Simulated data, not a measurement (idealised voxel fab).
process module | voxel gate over fins
Section cut is 210 nm wide and gridded with 5 nm square cells.
In this document a cross-section is written as a grid of square cells. It is given as a series of bands, listed from the top down, and a band is one or more rows of cells. Look at the band entry: it leads with the top's height and the bottom's height in nm. Then it lists the materials left to right, with a width in nm for each. The word "edge to edge" on a single material says that material fills the band edge to edge. The word "air" is empty space. Convention: height 0 is the level below which the wafer, as received, is all one material. The lowest band does not terminate at the bottom but continues downward, represented as "0 -> down". You'd read "30->40" like this: the band's top row of cells is as wide as the first number, its bottom row is as wide as the second, and going down, every row changes width by the same amount as the row before did. Step note "no change" = no cross-section cell changed. "Completely sealed voids" - sealed voids, min. 8 cells, no opening to top; format: width x height at distance (distance from left edge; nm throughout). It should be noted that, on the line of a given step, the content following the step's settings is a remark produced by the simulator itself with respect to that step. The line of a step may include "overlay nm". On a step with a mask, this value is how far to the right of its planned place the mask lay. A negative value means the mask lay to the left.

-- Process steps foreseen in the plan
1,RECEIVE | material Si
2,CONFORMAL_DEP | material SiN | thk nm 10
3,DIRECTIONAL_DEP | material aC | thk nm 10
4,PATTERN | tone cover | mask id FINS | material resist | width nm 15 | pitch nm 55 | thk nm 30 | overlay nm 0
5,DIRECTIONAL_ETCH | etch materials aC | depth nm 10
6,STRIP | etch materials resist
7,DIRECTIONAL_ETCH | etch materials SiN | depth nm 10
8,DIRECTIONAL_ETCH | etch materials Si | depth nm 35
9,STRIP | etch materials aC
10,FILL_DEP | material SiO2 | thk nm 15
11,CMP | height nm 10
12,DIRECTIONAL_DEP | material aC | thk nm 10
13,PATTERN | tone open | mask id RAIL | material resist | width nm 15 | thk nm 25 | overlay nm 0
14,DIRECTIONAL_ETCH | etch materials aC | depth nm 10
15,STRIP | etch materials resist
16,DIRECTIONAL_ETCH | etch materials SiO2 | depth nm 40
17,STRIP | etch materials aC
18,CONFORMAL_DEP | material TiN | thk nm 5
19,FILL_DEP | material W | thk nm 10
20,CMP | height nm 10
21,SELECTIVE_ETCH | etch materials W Ru TiN | depth nm 30
22,FILL_DEP | material SiO2 | thk nm 5
23,CMP | height nm 10
24,SELECTIVE_ETCH | etch materials SiO2 | depth nm 20
25,STRIP | etch materials SiN
26,CONFORMAL_DEP | material HfO2 | thk nm 5
27,CONFORMAL_DEP | material TiN | thk nm 5
28,CONFORMAL_DEP | material TiAl | thk nm 5
29,CONFORMAL_DEP | material TiN | thk nm 5
30,FILL_DEP | material W | thk nm 15
31,CMP | height nm 30
32,CONFORMAL_DEP | material SiCN | thk nm 10

-- So this is the incoming wafer in cross-section - it's already been through step 1
0 -> down: Si edge to edge
Completely sealed voids: none

-- The cross-section shown corresponds to the wafer at the conclusion of the module. The initial structure and the process plan are those presented above; however, one mistake occurred in executing the plan
40 -> 30: SiCN edge to edge
30 -> 20: W edge to edge
20 -> 10: W 20 nm; TiN 165 nm; W 25 nm
10 -> 5: TiN 30 nm; TiAl 35 nm; TiN 20 nm; TiAl 35 nm; TiN 20 nm; TiAl 35 nm; TiN 35 nm
5 -> 0: TiN 30 nm; TiAl 5 nm; HfO2 25 nm; TiAl 5 nm; TiN 20 nm; TiAl 5 nm; HfO2 25 nm; TiAl 5 nm; TiN 20 nm; TiAl 5 nm; HfO2 25 nm; TiAl 5 nm; TiN 35 nm
0 -> -5: TiAl 35 nm; HfO2 5 nm; Si 15 nm; HfO2 5 nm; TiAl 30 nm; HfO2 5 nm; Si 15 nm; HfO2 5 nm; TiAl 30 nm; HfO2 5 nm; Si 15 nm; HfO2 5 nm; TiAl 40 nm
-5 -> -10: HfO2 40 nm; Si 15 nm; HfO2 40 nm; Si 15 nm; HfO2 40 nm; Si 15 nm; HfO2 45 nm
-10 -> -20: SiO2 40 nm; Si 15 nm; SiO2 40 nm; Si 15 nm; SiO2 40 nm; Si 15 nm; SiO2 45 nm
-20 -> -25: SiO2 40 nm; Si 15 nm; SiO2 10 nm; TiN 5 nm; W 5 nm; TiN 5 nm; SiO2 15 nm; Si 15 nm; SiO2 40 nm; Si 15 nm; SiO2 45 nm
-25 -> -30: SiO2 40 nm; Si 15 nm; SiO2 10 nm; TiN 15 nm; SiO2 15 nm; Si 15 nm; SiO2 40 nm; Si 15 nm; SiO2 45 nm
-30 -> -35: SiO2 40 nm; Si 15 nm; SiO2 40 nm; Si 15 nm; SiO2 40 nm; Si 15 nm; SiO2 45 nm
-35 -> down: Si edge to edge
Completely sealed voids: none
Run error: steps 27 and 28: order swapped relative to plan
